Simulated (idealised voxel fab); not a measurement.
Proc. module: voxel gate over fins
FYI the section here is cut, 150 nm wide, cells are 5 nm squares.
Think of the cross-section as a grid of square cells. We describe it in bands, top to bottom, and each band covers one or more rows of those cells.
Basically the band line says how high the top is and how high the bottom is, in nm, and then what's in it from left to right, every material with its width in nm. Empty space shows up as "blank", and if a single material carries "full width" it runs the full band edge to edge.
Heights are measured from 0, the level below which the as-received wafer is all one material; the lowest band has no bottom and continues downward, written as in "z 0 and below".
Width: "30->40" (first number = top row, second number = bottom row, same change from row to row of cells).
A step reported as "all unchanged" is a step in which no cell of the cross-section changed.
The entry "Enclosed cavities" lists the empty spaces that cover at least 8 cells and have no open path to the top. Each is written as width x height at distance, where the distance is measured from the left edge and all three values are in nm.
Heads up: the bit after the settings on a step's line is the simulator's remark on that step.
"overlay nm" denotes, for a step that has a mask, the displacement of the mask to the right of its planned place, with negative values corresponding to the left.
## These are the steps we planned for the process
1,RECEIVE | material Si
2,CONFORMAL_DEP | material SiN | thk nm 5
3,MASKED_ETCH | tone cover | mask id FINS | width nm 15 | pitch nm 40 | etch materials SiN | depth nm 5 | overlay nm 0
4,MASKED_ETCH | tone cover | mask id FINS | width nm 15 | pitch nm 40 | etch materials Si | depth nm 40 | overlay nm 0
5,FILL_DEP | material SiO2 | thk nm 10
6,CMP | height nm 5
7,SELECTIVE_ETCH | etch materials SiO2 | depth nm 15
8,STRIP | etch materials SiN
9,CONFORMAL_DEP | material HfO2 | thk nm 5
10,CONFORMAL_DEP | material TiN | thk nm 5
11,FILL_DEP | material W | thk nm 15
12,CMP | height nm 20
13,CONFORMAL_DEP | material SiN | thk nm 5
## Cross-sectional view of the wafer in its as-received condition, corresponding to the state after step 1
> z 0 and below = Si full width
> Enclosed cavities: none
## Wafer cross-section at end of module: start and plan as shown above, one execution error
> z 25 to 20 = SiN full width
> z 20 to 10 = W full width
> z 10 to 5 = W=15  TiN=35  W=5  TiN=35  W=5  TiN=35  W=20
> z 5 to 0 = W=15  TiN=5  HfO2=25  TiN=5  W=5  TiN=5  HfO2=25  TiN=5  W=5  TiN=5  HfO2=25  TiN=5  W=20
> z 0 to -15 = W=15  TiN=5  HfO2=5  Si=15  HfO2=5  TiN=5  W=5  TiN=5  HfO2=5  Si=15  HfO2=5  TiN=5  W=5  TiN=5  HfO2=5  Si=15  HfO2=5  TiN=5  W=20
> z -15 to -20 = TiN=20  HfO2=5  Si=15  HfO2=5  TiN=15  HfO2=5  Si=15  HfO2=5  TiN=15  HfO2=5  Si=15  HfO2=5  TiN=25
> z -20 to -25 = HfO2=25  Si=15  HfO2=25  Si=15  HfO2=25  Si=15  HfO2=30
> z -25 to -40 = SiO2=25  Si=15  SiO2=25  Si=15  SiO2=25  Si=15  SiO2=30
> z -40 and below = Si full width
> Enclosed cavities: none
Processing error: regarding the plan, step 7 was run twice
